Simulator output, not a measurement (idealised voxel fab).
Process module under the name voxel self aligned vias
Shown is cross-section cut, with a width of 175 nm and square cells of size 5 nm.
Just so we're on the same page, the cross-sections are grids of square cells, and they're listed out in bands top to bottom, each band one or more rows deep.
Within each band entry, the heights of the top and of the bottom of the band appear first, in that order and in nm; the materials of the band then follow from left to right, each with its corresponding width in nm. The designation "all across" on a single material indicates that it fills the band from edge to edge; the designation "air" indicates empty space.
Note: height 0 marks the level under which the wafer is uniformly one material as received. Lowest band unbounded below, written "0 and below".
The width entry "30..40" should be interpreted row by row: the top row of cells in the band takes the first number, the bottom row takes the second number, and the change between adjacent rows is uniform throughout.
"same as before" (step): cross-section cells unchanged, all of them.
This entry, "closed voids", enumerates those empty regions of no fewer than 8 cells that possess no open connection to the top. Each region is reported in the form width x height at distance, the distance being taken from the left edge, with all three quantities expressed in nm.
Read whatever lies past the settings on a step's line as the simulator's own remark about the step.
A step's line can hold "overlay nm"; with a mask on that step, the setting says how far right of the planned place the mask lay, while a negative setting says it lay to the left.
Quick note on how to read the rest: it's all pairs. You get the cross-section before a process step and the one after, but the after one only goes down as far as the lowest band that changed. The step in between, with its settings, sits under the pair. Heads up, the pairs can come from different runs of this module on the same starting wafer, so don't assume a pair picks up from the one above unless its "Pre-process" entry says it does.

Pre-process
    30 down to 25 | 35 nm lowk / 30 nm air / 40 nm lowk / 30 nm air / 40 nm lowk
    25 down to 20 | 35 nm lowk / 30 nm TiN / 40 nm lowk / 30 nm TiN / 40 nm lowk
    20 down to 15 | SiCN all across
    15 down to 0 | SiO2 all across
    0 and below | Si all across
    closed voids: none

Resulting Cross-Section
    40 down to 30 | SiN all across
    30 down to 25 | 35 nm lowk / 30 nm SiN / 40 nm lowk / 30 nm SiN / 40 nm lowk
    Under 25: no change, same as before.
    closed voids: none
The before and after cross-sections above differ by one step: FILL_DEP [material SiN] [thk nm 10]

Pre-process: Reference is made to the cross-section shown after the step in the pair directly above, which represents the state prior to this step.

Resulting Cross-Section
    60 down to 40 | lowk all across
    Under 40: no change, same as before.
    closed voids: none
The before and after cross-sections above differ by one step: DIRECTIONAL_DEP [material lowk] [thk nm 20]

Pre-process: Reference is made to the cross-section shown after the step in the pair directly above, which represents the state prior to this step.

Resulting Cross-Section
    75 down to 60 | aC all across
    Under 60: no change, same as before.
    closed voids: none
The before and after cross-sections above differ by one step: DIRECTIONAL_DEP [material aC] [thk nm 15]

Pre-process: Reference is made to the cross-section shown after the step in the pair directly above, which represents the state prior to this step.

Resulting Cross-Section
    105 down to 75 | 30 nm resist / 40 nm air / 30 nm resist / 40 nm air / 35 nm resist
    Under 75: no change, same as before.
    closed voids: none
The before and after cross-sections above differ by one step: PATTERN [tone open] [mask id VIAS] [material resist] [width nm 40] [pitch nm 70] [thk nm 30] [overlay nm 0]

Pre-process: Reference is made to the cross-section shown after the step in the pair directly above, which represents the state prior to this step.

Resulting Cross-Section
    90 down to 75 | 30 nm resist / 40 nm air / 30 nm resist / 40 nm air / 35 nm resist
    75 down to 60 | 30 nm aC / 40 nm air / 30 nm aC / 40 nm air / 35 nm aC
    Under 60: no change, same as before.
    closed voids: none
The before and after cross-sections above differ by one step: DIRECTIONAL_ETCH [etch materials aC] [depth nm 15]

Pre-process: Reference is made to the cross-section shown after the step in the pair directly above, which represents the state prior to this step.

Resulting Cross-Section
    75 down to 60 | 30 nm aC / 40 nm air / 30 nm aC / 40 nm air / 35 nm aC
    Under 60: no change, same as before.
    closed voids: none
The before and after cross-sections above differ by one step: STRIP [etch materials resist]

Pre-process: Reference is made to the cross-section shown after the step in the pair directly above, which represents the state prior to this step.

Resulting Cross-Section
    75 down to 60 | 30 nm aC / 40 nm air / 30 nm aC / 40 nm air / 35 nm aC
    60 down to 40 | 30 nm lowk / 40 nm air / 30 nm lowk / 40 nm air / 35 nm lowk
    Under 40: no change, same as before.
    closed voids: none
The before and after cross-sections above differ by one step: DIRECTIONAL_ETCH [etch materials lowk] [depth nm 20]

Pre-process: Reference is made to the cross-section shown after the step in the pair directly above, which represents the state prior to this step.

Resulting Cross-Section
    75 down to 60 | 30 nm aC / 40 nm air / 30 nm aC / 40 nm air / 35 nm aC
    60 down to 40 | 30 nm lowk / 40 nm air / 30 nm lowk / 40 nm air / 35 nm lowk
    40 down to 35 | 30 nm SiN / 40 nm air / 30 nm SiN / 40 nm air / 35 nm SiN
    Under 35: no change, same as before.
    closed voids: none
The before and after cross-sections above differ by one step: DIRECTIONAL_ETCH [etch materials SiN] [depth nm 5]

Pre-process: Reference is made to the cross-section shown after the step in the pair directly above, which represents the state prior to this step.

Resulting Cross-Section
    60 down to 40 | 30 nm lowk / 40 nm air / 30 nm lowk / 40 nm air / 35 nm lowk
    Under 40: no change, same as before.
    closed voids: none
The before and after cross-sections above differ by one step: STRIP [etch materials aC]

Pre-process: Reference is made to the cross-section shown after the step in the pair directly above, which represents the state prior to this step.

Resulting Cross-Section
    65 down to 60 | 35 nm TiN / 30 nm air / 40 nm TiN / 30 nm air / 40 nm TiN
    60 down to 40 | 30 nm lowk / 5 nm TiN / 30 nm air / 5 nm TiN / 30 nm lowk / 5 nm TiN / 30 nm air / 5 nm TiN / 35 nm lowk
    40 down to 35 | 30 nm SiN / 40 nm TiN / 30 nm SiN / 40 nm TiN / 35 nm SiN
    Under 35: no change, same as before.
    closed voids: none
The before and after cross-sections above differ by one step: CONFORMAL_DEP [material TiN] [thk nm 5]

Pre-process: Reference is made to the cross-section shown after the step in the pair directly above, which represents the state prior to this step.

Resulting Cross-Section
    75 down to 65 | Ru all across
    65 down to 60 | 35 nm TiN / 30 nm Ru / 40 nm TiN / 30 nm Ru / 40 nm TiN
    60 down to 40 | 30 nm lowk / 5 nm TiN / 30 nm Ru / 5 nm TiN / 30 nm lowk / 5 nm TiN / 30 nm Ru / 5 nm TiN / 35 nm lowk
    Under 40: no change, same as before.
    closed voids: none
The before and after cross-sections above differ by one step: FILL_DEP [material Ru] [thk nm 10]

Pre-process: Reference is made to the cross-section shown after the step in the pair directly above, which represents the state prior to this step.

Resulting Cross-Section
    60 down to 40 | 30 nm lowk / 5 nm TiN / 30 nm Ru / 5 nm TiN / 30 nm lowk / 5 nm TiN / 30 nm Ru / 5 nm TiN / 35 nm lowk
    Under 40: no change, same as before.
    closed voids: none
The before and after cross-sections above differ by one step: CMP [height nm 60]

Pre-process: Reference is made to the cross-section shown after the step in the pair directly above, which represents the state prior to this step.

Resulting Cross-Section
    65 down to 60 | SiCN all across
    Under 60: no change, same as before.
    closed voids: none
The before and after cross-sections above differ by one step: CONFORMAL_DEP [material SiCN] [thk nm 5]

Pre-process
    75 down to 60 | aC all across
    60 down to 40 | lowk all across
    40 down to 35 | 35 nm lowk / 30 nm SiN / 40 nm lowk / 30 nm SiN / 40 nm lowk
    35 down to 25 | 35 nm lowk / 5 nm TiN / 20 nm Ru / 5 nm TiN / 40 nm lowk / 5 nm TiN / 20 nm Ru / 5 nm TiN / 40 nm lowk
    25 down to 20 | 35 nm lowk / 30 nm TiN / 40 nm lowk / 30 nm TiN / 40 nm lowk
    20 down to 15 | SiCN all across
    15 down to 0 | SiO2 all across
    0 and below | Si all across
    closed voids: none

Resulting Cross-Section
    105 down to 75 | 35 nm resist / 30 nm air / 40 nm resist / 30 nm air / 40 nm resist
    Under 75: no change, same as before.
    closed voids: none
The before and after cross-sections above differ by one step: PATTERN [tone open] [mask id VIAS] [material resist] [width nm 30] [pitch nm 70] [thk nm 30] [overlay nm 0]

Pre-process: Reference is made to the cross-section shown after the step in the pair directly above, which represents the state prior to this step.

Resulting Cross-Section
    90 down to 75 | 35 nm resist / 30 nm air / 40 nm resist / 30 nm air / 40 nm resist
    75 down to 60 | 35 nm aC / 30 nm air / 40 nm aC / 30 nm air / 40 nm aC
    Under 60: no change, same as before.
    closed voids: none
The before and after cross-sections above differ by one step: DIRECTIONAL_ETCH [etch materials aC] [depth nm 15]

Pre-process: Reference is made to the cross-section shown after the step in the pair directly above, which represents the state prior to this step.

Resulting Cross-Section
    75 down to 60 | 35 nm aC / 30 nm air / 40 nm aC / 30 nm air / 40 nm aC
    Under 60: no change, same as before.
    closed voids: none
The before and after cross-sections above differ by one step: STRIP [etch materials resist]

Pre-process: Reference is made to the cross-section shown after the step in the pair directly above, which represents the state prior to this step.

Resulting Cross-Section
    75 down to 60 | 35 nm aC / 30 nm air / 40 nm aC / 30 nm air / 40 nm aC
    60 down to 40 | 35 nm lowk / 30 nm air / 40 nm lowk / 30 nm air / 40 nm lowk
    Under 40: no change, same as before.
    closed voids: none
The before and after cross-sections above differ by one step: DIRECTIONAL_ETCH [etch materials lowk] [depth nm 20]

Pre-process: Reference is made to the cross-section shown after the step in the pair directly above, which represents the state prior to this step.

Resulting Cross-Section
    75 down to 60 | 35 nm aC / 30 nm air / 40 nm aC / 30 nm air / 40 nm aC
    60 down to 35 | 35 nm lowk / 30 nm air / 40 nm lowk / 30 nm air / 40 nm lowk
    Under 35: no change, same as before.
    closed voids: none
The before and after cross-sections above differ by one step: DIRECTIONAL_ETCH [etch materials SiN] [depth nm 5]

Pre-process: Reference is made to the cross-section shown after the step in the pair directly above, which represents the state prior to this step.

Resulting Cross-Section
    60 down to 35 | 35 nm lowk / 30 nm air / 40 nm lowk / 30 nm air / 40 nm lowk
    Under 35: no change, same as before.
    closed voids: none
The before and after cross-sections above differ by one step: STRIP [etch materials aC]

Pre-process: Reference is made to the cross-section shown after the step in the pair directly above, which represents the state prior to this step.

Resulting Cross-Section
    65 down to 60 | 40 nm TiN / 20 nm air / 50 nm TiN / 20 nm air / 45 nm TiN
    60 down to 40 | 35 nm lowk / 5 nm TiN / 20 nm air / 5 nm TiN / 40 nm lowk / 5 nm TiN / 20 nm air / 5 nm TiN / 40 nm lowk
    40 down to 35 | 35 nm lowk / 30 nm TiN / 40 nm lowk / 30 nm TiN / 40 nm lowk
    Under 35: no change, same as before.
    closed voids: none
The before and after cross-sections above differ by one step: CONFORMAL_DEP [material TiN] [thk nm 5]

Pre-process: Reference is made to the cross-section shown after the step in the pair directly above, which represents the state prior to this step.

Resulting Cross-Section
    75 down to 65 | Ru all across
    65 down to 60 | 40 nm TiN / 20 nm Ru / 50 nm TiN / 20 nm Ru / 45 nm TiN
    60 down to 40 | 35 nm lowk / 5 nm TiN / 20 nm Ru / 5 nm TiN / 40 nm lowk / 5 nm TiN / 20 nm Ru / 5 nm TiN / 40 nm lowk
    Under 40: no change, same as before.
    closed voids: none
The before and after cross-sections above differ by one step: FILL_DEP [material Ru] [thk nm 10]

Pre-process: Reference is made to the cross-section shown after the step in the pair directly above, which represents the state prior to this step.

Resulting Cross-Section
    60 down to 40 | 35 nm lowk / 5 nm TiN / 20 nm Ru / 5 nm TiN / 40 nm lowk / 5 nm TiN / 20 nm Ru / 5 nm TiN / 40 nm lowk
    Under 40: no change, same as before.
    closed voids: none
The before and after cross-sections above differ by one step: CMP [height nm 60]

Pre-process: Reference is made to the cross-section shown after the step in the pair directly above, which represents the state prior to this step.

Resulting Cross-Section
    65 down to 60 | SiCN all across
    Under 60: no change, same as before.
    closed voids: none
The before and after cross-sections above differ by one step: CONFORMAL_DEP [material SiCN] [thk nm 5]

Pre-process
    75 down to 60 | aC all across
    60 down to 40 | lowk all across
    40 down to 35 | 35 nm lowk / 30 nm SiN / 40 nm lowk / 30 nm SiN / 40 nm lowk
    35 down to 25 | 35 nm lowk / 5 nm TiN / 20 nm Ru / 5 nm TiN / 40 nm lowk / 5 nm TiN / 20 nm Ru / 5 nm TiN / 40 nm lowk
    25 down to 20 | 35 nm lowk / 30 nm TiN / 40 nm lowk / 30 nm TiN / 40 nm lowk
    20 down to 15 | SiCN all across
    15 down to 0 | SiO2 all across
    0 and below | Si all across
    closed voids: none

Resulting Cross-Section
    105 down to 75 | 20 nm resist / 40 nm air / 30 nm resist / 40 nm air / 45 nm resist
    Under 75: no change, same as before.
    closed voids: none
The before and after cross-sections above differ by one step: PATTERN [tone open] [mask id VIAS] [material resist] [width nm 40] [pitch nm 70] [thk nm 30] [overlay nm -10]

Pre-process: Reference is made to the cross-section shown after the step in the pair directly above, which represents the state prior to this step.

Resulting Cross-Section
    90 down to 75 | 20 nm resist / 40 nm air / 30 nm resist / 40 nm air / 45 nm resist
    75 down to 60 | 20 nm aC / 40 nm air / 30 nm aC / 40 nm air / 45 nm aC
    Under 60: no change, same as before.
    closed voids: none
The before and after cross-sections above differ by one step: DIRECTIONAL_ETCH [etch materials aC] [depth nm 15]

Pre-process: Reference is made to the cross-section shown after the step in the pair directly above, which represents the state prior to this step.

Resulting Cross-Section
    75 down to 60 | 20 nm aC / 40 nm air / 30 nm aC / 40 nm air / 45 nm aC
    Under 60: no change, same as before.
    closed voids: none
The before and after cross-sections above differ by one step: STRIP [etch materials resist]

Pre-process: Reference is made to the cross-section shown after the step in the pair directly above, which represents the state prior to this step.

Resulting Cross-Section
    75 down to 60 | 20 nm aC / 40 nm air / 30 nm aC / 40 nm air / 45 nm aC
    60 down to 40 | 20 nm lowk / 40 nm air / 30 nm lowk / 40 nm air / 45 nm lowk
    Under 40: no change, same as before.
    closed voids: none
The before and after cross-sections above differ by one step: DIRECTIONAL_ETCH [etch materials lowk] [depth nm 20]

Pre-process: Reference is made to the cross-section shown after the step in the pair directly above, which represents the state prior to this step.

Resulting Cross-Section
    75 down to 60 | 20 nm aC / 40 nm air / 30 nm aC / 40 nm air / 45 nm aC
    60 down to 40 | 20 nm lowk / 40 nm air / 30 nm lowk / 40 nm air / 45 nm lowk
    40 down to 35 | 35 nm lowk / 25 nm air / 5 nm SiN / 40 nm lowk / 25 nm air / 5 nm SiN / 40 nm lowk
    Under 35: no change, same as before.
    closed voids: none
The before and after cross-sections above differ by one step: DIRECTIONAL_ETCH [etch materials SiN] [depth nm 5]

Pre-process: Reference is made to the cross-section shown after the step in the pair directly above, which represents the state prior to this step.

Resulting Cross-Section
    60 down to 40 | 20 nm lowk / 40 nm air / 30 nm lowk / 40 nm air / 45 nm lowk
    Under 40: no change, same as before.
    closed voids: none
The before and after cross-sections above differ by one step: STRIP [etch materials aC]

Pre-process: Reference is made to the cross-section shown after the step in the pair directly above, which represents the state prior to this step.

Resulting Cross-Section
    65 down to 60 | 25 nm TiN / 30 nm air / 40 nm TiN / 30 nm air / 50 nm TiN
    60 down to 45 | 20 nm lowk / 5 nm TiN / 30 nm air / 5 nm TiN / 30 nm lowk / 5 nm TiN / 30 nm air / 5 nm TiN / 45 nm lowk
    45 down to 40 | 20 nm lowk / 20 nm TiN / 15 nm air / 5 nm TiN / 30 nm lowk / 20 nm TiN / 15 nm air / 5 nm TiN / 45 nm lowk
    40 down to 35 | 35 nm lowk / 25 nm TiN / 5 nm SiN / 40 nm lowk / 25 nm TiN / 5 nm SiN / 40 nm lowk
    Under 35: no change, same as before.
    closed voids: none
The before and after cross-sections above differ by one step: CONFORMAL_DEP [material TiN] [thk nm 5]

Pre-process: Reference is made to the cross-section shown after the step in the pair directly above, which represents the state prior to this step.

Resulting Cross-Section
    75 down to 65 | Ru all across
    65 down to 60 | 25 nm TiN / 30 nm Ru / 40 nm TiN / 30 nm Ru / 50 nm TiN
    60 down to 45 | 20 nm lowk / 5 nm TiN / 30 nm Ru / 5 nm TiN / 30 nm lowk / 5 nm TiN / 30 nm Ru / 5 nm TiN / 45 nm lowk
    45 down to 40 | 20 nm lowk / 20 nm TiN / 15 nm Ru / 5 nm TiN / 30 nm lowk / 20 nm TiN / 15 nm Ru / 5 nm TiN / 45 nm lowk
    Under 40: no change, same as before.
    closed voids: none
The before and after cross-sections above differ by one step: FILL_DEP [material Ru] [thk nm 10]

Pre-process: Reference is made to the cross-section shown after the step in the pair directly above, which represents the state prior to this step.

Resulting Cross-Section
    60 down to 45 | 20 nm lowk / 5 nm TiN / 30 nm Ru / 5 nm TiN / 30 nm lowk / 5 nm TiN / 30 nm Ru / 5 nm TiN / 45 nm lowk
    Under 45: no change, same as before.
    closed voids: none
The before and after cross-sections above differ by one step: CMP [height nm 60]

Pre-process: Reference is made to the cross-section shown after the step in the pair directly above, which represents the state prior to this step.

Resulting Cross-Section
    65 down to 60 | SiCN all across
    Under 60: no change, same as before.
    closed voids: none
The before and after cross-sections above differ by one step: CONFORMAL_DEP [material SiCN] [thk nm 5]

Pre-process
    40 down to 35 | 35 nm lowk / 30 nm SiN / 40 nm lowk / 30 nm SiN / 40 nm lowk
    35 down to 25 | 35 nm lowk / 5 nm TiN / 20 nm Ru / 5 nm TiN / 40 nm lowk / 5 nm TiN / 20 nm Ru / 5 nm TiN / 40 nm lowk
    25 down to 20 | 35 nm lowk / 30 nm TiN / 40 nm lowk / 30 nm TiN / 40 nm lowk
    20 down to 15 | SiCN all across
    15 down to 0 | SiO2 all across
    0 and below | Si all across
    closed voids: none

Resulting Cross-Section
    60 down to 40 | TiN all across
    Under 40: no change, same as before.
    closed voids: none
The before and after cross-sections above differ by one step: DIRECTIONAL_DEP [material TiN] [thk nm 20]

Pre-process: Reference is made to the cross-section shown after the step in the pair directly above, which represents the state prior to this step.

Resulting Cross-Section
    75 down to 60 | aC all across
    Under 60: no change, same as before.
    closed voids: none
The before and after cross-sections above differ by one step: DIRECTIONAL_DEP [material aC] [thk nm 15]

Pre-process: Reference is made to the cross-section shown after the step in the pair directly above, which represents the state prior to this step.

Resulting Cross-Section
    105 down to 75 | 30 nm resist / 40 nm air / 30 nm resist / 40 nm air / 35 nm resist
    Under 75: no change, same as before.
    closed voids: none
The before and after cross-sections above differ by one step: PATTERN [tone open] [mask id VIAS] [material resist] [width nm 40] [pitch nm 70] [thk nm 30] [overlay nm 0]

Pre-process: Reference is made to the cross-section shown after the step in the pair directly above, which represents the state prior to this step.

Resulting Cross-Section
    90 down to 75 | 30 nm resist / 40 nm air / 30 nm resist / 40 nm air / 35 nm resist
    75 down to 60 | 30 nm aC / 40 nm air / 30 nm aC / 40 nm air / 35 nm aC
    Under 60: no change, same as before.
    closed voids: none
The before and after cross-sections above differ by one step: DIRECTIONAL_ETCH [etch materials aC] [depth nm 15]

Pre-process: Reference is made to the cross-section shown after the step in the pair directly above, which represents the state prior to this step.

Resulting Cross-Section
    75 down to 60 | 30 nm aC / 40 nm air / 30 nm aC / 40 nm air / 35 nm aC
    Under 60: no change, same as before.
    closed voids: none
The before and after cross-sections above differ by one step: STRIP [etch materials resist]

Pre-process: Reference is made to the cross-section shown after the step in the pair directly above, which represents the state prior to this step.

Resulting Cross-Section
    60 down to 40 | TiN all across
    Under 40: no change, same as before.
    closed voids: none
The before and after cross-sections above differ by one step: STRIP [etch materials aC]

Pre-process: Reference is made to the cross-section shown after the step in the pair directly above, which represents the state prior to this step.

Resulting Cross-Section
    65 down to 40 | TiN all across
    Under 40: no change, same as before.
    closed voids: none
The before and after cross-sections above differ by one step: CONFORMAL_DEP [material TiN] [thk nm 5]

Pre-process: Reference is made to the cross-section shown after the step in the pair directly above, which represents the state prior to this step.

Resulting Cross-Section
    75 down to 65 | Ru all across
    Under 65: no change, same as before.
    closed voids: none
The before and after cross-sections above differ by one step: FILL_DEP [material Ru] [thk nm 10]

Pre-process: Reference is made to the cross-section shown after the step in the pair directly above, which represents the state prior to this step.

Resulting Cross-Section
    60 down to 40 | TiN all across
    Under 40: no change, same as before.
    closed voids: none
The before and after cross-sections above differ by one step: CMP [height nm 60]

Pre-process: Reference is made to the cross-section shown after the step in the pair directly above, which represents the state prior to this step.

Resulting Cross-Section
    65 down to 60 | SiCN all across
    Under 60: no change, same as before.
    closed voids: none
The before and after cross-sections above differ by one step: CONFORMAL_DEP [material SiCN] [thk nm 5]

Pre-process
    40 down to 20 | lowk all across
    20 down to 15 | SiCN all across
    15 down to 0 | SiO2 all across
    0 and below | Si all across
    closed voids: none

Resulting Cross-Section
    40 down to 20 | 35 nm air / 30 nm lowk / 40 nm air / 30 nm lowk / 40 nm air
    Under 20: no change, same as before.
    closed voids: none
The before and after cross-sections above differ by one step: MASKED_ETCH [tone cover] [mask id LINES] [width nm 30] [pitch nm 70] [etch materials lowk] [depth nm 20] [overlay nm 0]

Pre-process: Reference is made to the cross-section shown after the step in the pair directly above, which represents the state prior to this step.

Resulting Cross-Section
    45 down to 40 | 30 nm air / 40 nm TiN / 30 nm air / 40 nm TiN / 35 nm air
    40 down to 25 | 30 nm air / 5 nm TiN / 30 nm lowk / 5 nm TiN / 30 nm air / 5 nm TiN / 30 nm lowk / 5 nm TiN / 35 nm air
    25 down to 20 | 35 nm TiN / 30 nm lowk / 40 nm TiN / 30 nm lowk / 40 nm TiN
    Under 20: no change, same as before.
    closed voids: none
The before and after cross-sections above differ by one step: CONFORMAL_DEP [material TiN] [thk nm 5]

Pre-process: Reference is made to the cross-section shown after the step in the pair directly above, which represents the state prior to this step.

Resulting Cross-Section
    55 down to 45 | Ru all across
    45 down to 40 | 30 nm Ru / 40 nm TiN / 30 nm Ru / 40 nm TiN / 35 nm Ru
    40 down to 25 | 30 nm Ru / 5 nm TiN / 30 nm lowk / 5 nm TiN / 30 nm Ru / 5 nm TiN / 30 nm lowk / 5 nm TiN / 35 nm Ru
    Under 25: no change, same as before.
    closed voids: none
The before and after cross-sections above differ by one step: FILL_DEP [material Ru] [thk nm 10]

Pre-process: Reference is made to the cross-section shown after the step in the pair directly above, which represents the state prior to this step.

Resulting Cross-Section
    40 down to 25 | 30 nm Ru / 5 nm TiN / 30 nm lowk / 5 nm TiN / 30 nm Ru / 5 nm TiN / 30 nm lowk / 5 nm TiN / 35 nm Ru
    Under 25: no change, same as before.
    closed voids: none
The before and after cross-sections above differ by one step: CMP [height nm 40]

Pre-process: Reference is made to the cross-section shown after the step in the pair directly above, which represents the state prior to this step.

Resulting Cross-Section
    40 down to 35 | 35 nm air / 30 nm lowk / 40 nm air / 30 nm lowk / 40 nm air
    Under 35: no change, same as before.
    closed voids: none
The before and after cross-sections above differ by one step: SELECTIVE_ETCH [etch materials W Ru TiN] [depth nm 5]

Pre-process: Reference is made to the cross-section shown after the step in the pair directly above, which represents the state prior to this step.

Resulting Cross-Section
    50 down to 40 | SiN all across
    40 down to 35 | 35 nm SiN / 30 nm lowk / 40 nm SiN / 30 nm lowk / 40 nm SiN
    Under 35: no change, same as before.
    closed voids: none
The before and after cross-sections above differ by one step: FILL_DEP [material SiN] [thk nm 10]

Pre-process: Reference is made to the cross-section shown after the step in the pair directly above, which represents the state prior to this step.

Resulting Cross-Section
    40 down to 35 | 35 nm SiN / 30 nm lowk / 40 nm SiN / 30 nm lowk / 40 nm SiN
    Under 35: no change, same as before.
    closed voids: none
The before and after cross-sections above differ by one step: CMP [height nm 40]

Pre-process: Reference is made to the cross-section shown after the step in the pair directly above, which represents the state prior to this step.

Resulting Cross-Section
    60 down to 40 | lowk all across
    Under 40: no change, same as before.
    closed voids: none
The before and after cross-sections above differ by one step: DIRECTIONAL_DEP [material lowk] [thk nm 20]

Pre-process: Reference is made to the cross-section shown after the step in the pair directly above, which represents the state prior to this step.

Resulting Cross-Section
    75 down to 60 | aC all across
    Under 60: no change, same as before.
    closed voids: none
The before and after cross-sections above differ by one step: DIRECTIONAL_DEP [material aC] [thk nm 15]

Pre-process: Reference is made to the cross-section shown after the step in the pair directly above, which represents the state prior to this step.

Resulting Cross-Section
    105 down to 75 | 30 nm resist / 40 nm air / 30 nm resist / 40 nm air / 35 nm resist
    Under 75: no change, same as before.
    closed voids: none
The before and after cross-sections above differ by one step: PATTERN [tone open] [mask id VIAS] [material resist] [width nm 40] [pitch nm 70] [thk nm 30] [overlay nm 0]

Pre-process: Reference is made to the cross-section shown after the step in the pair directly above, which represents the state prior to this step.

Resulting Cross-Section
    90 down to 75 | 30 nm resist / 40 nm air / 30 nm resist / 40 nm air / 35 nm resist
    75 down to 60 | 30 nm aC / 40 nm air / 30 nm aC / 40 nm air / 35 nm aC
    Under 60: no change, same as before.
    closed voids: none
The before and after cross-sections above differ by one step: DIRECTIONAL_ETCH [etch materials aC] [depth nm 15]

Pre-process: Reference is made to the cross-section shown after the step in the pair directly above, which represents the state prior to this step.

Resulting Cross-Section
    75 down to 60 | 30 nm aC / 40 nm air / 30 nm aC / 40 nm air / 35 nm aC
    Under 60: no change, same as before.
    closed voids: none
The before and after cross-sections above differ by one step: STRIP [etch materials resist]

Pre-process: Reference is made to the cross-section shown after the step in the pair directly above, which represents the state prior to this step.

Resulting Cross-Section
    75 down to 60 | 30 nm aC / 40 nm air / 30 nm aC / 40 nm air / 35 nm aC
    60 down to 40 | 30 nm lowk / 40 nm air / 30 nm lowk / 40 nm air / 35 nm lowk
    Under 40: no change, same as before.
    closed voids: none
The before and after cross-sections above differ by one step: DIRECTIONAL_ETCH [etch materials lowk] [depth nm 20]

Pre-process: Reference is made to the cross-section shown after the step in the pair directly above, which represents the state prior to this step.

Resulting Cross-Section
    75 down to 60 | 30 nm aC / 40 nm air / 30 nm aC / 40 nm air / 35 nm aC
    60 down to 40 | 30 nm lowk / 40 nm air / 30 nm lowk / 40 nm air / 35 nm lowk
    40 down to 35 | 30 nm SiN / 5 nm air / 30 nm lowk / 5 nm air / 30 nm SiN / 5 nm air / 30 nm lowk / 5 nm air / 35 nm SiN
    Under 35: no change, same as before.
    closed voids: none
The before and after cross-sections above differ by one step: DIRECTIONAL_ETCH [etch materials SiN] [depth nm 5]

Pre-process: Reference is made to the cross-section shown after the step in the pair directly above, which represents the state prior to this step.

Resulting Cross-Section
    60 down to 40 | 30 nm lowk / 40 nm air / 30 nm lowk / 40 nm air / 35 nm lowk
    Under 40: no change, same as before.
    closed voids: none
The before and after cross-sections above differ by one step: STRIP [etch materials aC]

Pre-process: Reference is made to the cross-section shown after the step in the pair directly above, which represents the state prior to this step.

Resulting Cross-Section
    65 down to 60 | 35 nm TiN / 30 nm air / 40 nm TiN / 30 nm air / 40 nm TiN
    60 down to 45 | 30 nm lowk / 5 nm TiN / 30 nm air / 5 nm TiN / 30 nm lowk / 5 nm TiN / 30 nm air / 5 nm TiN / 35 nm lowk
    45 down to 40 | 30 nm lowk / 40 nm TiN / 30 nm lowk / 40 nm TiN / 35 nm lowk
    40 down to 35 | 30 nm SiN / 5 nm TiN / 30 nm lowk / 5 nm TiN / 30 nm SiN / 5 nm TiN / 30 nm lowk / 5 nm TiN / 35 nm SiN
    Under 35: no change, same as before.
    closed voids: none
The before and after cross-sections above differ by one step: CONFORMAL_DEP [material TiN] [thk nm 5]

Pre-process: Reference is made to the cross-section shown after the step in the pair directly above, which represents the state prior to this step.

Resulting Cross-Section
    75 down to 65 | Ru all across
    65 down to 60 | 35 nm TiN / 30 nm Ru / 40 nm TiN / 30 nm Ru / 40 nm TiN
    60 down to 45 | 30 nm lowk / 5 nm TiN / 30 nm Ru / 5 nm TiN / 30 nm lowk / 5 nm TiN / 30 nm Ru / 5 nm TiN / 35 nm lowk
    Under 45: no change, same as before.
    closed voids: none
The before and after cross-sections above differ by one step: FILL_DEP [material Ru] [thk nm 10]

Pre-process: Reference is made to the cross-section shown after the step in the pair directly above, which represents the state prior to this step.

Resulting Cross-Section
    60 down to 45 | 30 nm lowk / 5 nm TiN / 30 nm Ru / 5 nm TiN / 30 nm lowk / 5 nm TiN / 30 nm Ru / 5 nm TiN / 35 nm lowk
    Under 45: no change, same as before.
    closed voids: none
The before and after cross-sections above differ by one step: CMP [height nm 60]

Pre-process: Reference is made to the cross-section shown after the step in the pair directly above, which represents the state prior to this step.

Resulting Cross-Section
    65 down to 60 | SiCN all across
    Under 60: no change, same as before.
    closed voids: none
The before and after cross-sections above differ by one step: CONFORMAL_DEP [material SiCN] [thk nm 5]
